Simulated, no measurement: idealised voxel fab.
process module | voxel self aligned contacts
cross-section cut | 250 nm wide | cells 5 nm
A cross-section is a grid of square cells, given in bands from the top down. A band is one or more rows of cells.
Each band's line starts with the height of the band's top and of its bottom, in nm. Then come its materials from left to right, each with its width in nm. One material with "throughout" fills the band from edge to edge. "air" is empty space.
Height 0 is the level under which the wafer as received is all one material. The lowest band goes on downwards, as in "0 down".
A width such as "30 to 40" changes by the same amount from each row of cells to the next, from the band's top row to its bottom row.
"no change" after a step means that no cell of the cross-section changed.
closed voids: empty space of 8 cells or more with no open way to the top, each as width x height at its distance from the left edge, in nm
after a step's settings: what the simulator itself notes on the step
overlay nm, on a step with a mask: how far to the right of its planned place the mask lay; to the left if negative
plan
1 op RECEIVE | material Si
2 op OXIDIZE | depth nm 5
3 op DIRECTIONAL_DEP | material polySi | thk nm 30
4 op DIRECTIONAL_DEP | material SiN | thk nm 15
5 op DIRECTIONAL_DEP | material aC | thk nm 10
6 op PATTERN | tone cover | mask id GATE | material resist | width nm 30 | pitch nm 55 | thk nm 25 | overlay nm 0
7 op DIRECTIONAL_ETCH | etch materials aC | depth nm 10
8 op STRIP | etch materials resist
9 op DIRECTIONAL_ETCH | etch materials SiN | depth nm 15
10 op DIRECTIONAL_ETCH | etch materials polySi | depth nm 30
11 op STRIP | etch materials aC
12 op CONFORMAL_DEP | material SiN | thk nm 5
13 op DIRECTIONAL_ETCH | etch materials SiN | depth nm 5
14 op FILL_DEP | material SiO2 | thk nm 15
15 op CMP | height nm 55
16 op DIRECTIONAL_DEP | material aC | thk nm 10
17 op PATTERN | tone open | mask id CONTACT | material resist | width nm 35 | pitch nm 55 | thk nm 25 | overlay nm 0
18 op DIRECTIONAL_ETCH | etch materials aC | depth nm 10
19 op STRIP | etch materials resist
20 op DIRECTIONAL_ETCH | etch materials SiO2 | depth nm 60
21 op STRIP | etch materials aC
22 op CONFORMAL_DEP | material TiN | thk nm 5
23 op FILL_DEP | material W | thk nm 10
24 op CMP | height nm 55
25 op CONFORMAL_DEP | material SiCN | thk nm 5
as received, after step 1
  0 down: Si throughout
  closed voids: none
a wafer at the end: this start, this plan, one mistake
  70 to 65: SiCN throughout
  65 to 60: W throughout
  60 to 55: TiN 85 | W 25 | TiN 30 | W 25 | TiN 85
  55 to 45: SiO2 80 | TiN 5 to 15 | W 25 to 5 | TiN 5 to 15 | SiO2 20 | TiN 5 to 15 | W 25 to 5 | TiN 5 to 15 | SiO2 80
  45 to 30: SiO2 50 | SiN 40 | TiN 5 | W 5 | TiN 5 | SiN 40 | TiN 5 | W 5 | TiN 5 | SiN 40 | SiO2 50
  30 to 0: SiO2 50 | SiN 5 | polySi 30 | SiN 5 | TiN 5 | W 5 | TiN 5 | SiN 5 | polySi 30 | SiN 5 | TiN 5 | W 5 | TiN 5 | SiN 5 | polySi 30 | SiN 5 | SiO2 50
  0 to -5: SiO2 90 | TiN 15 | SiO2 40 | TiN 15 | SiO2 90
  -5 down: Si throughout
  closed voids: none
what went wrong: step 24 ran as: op CMP | height nm 65
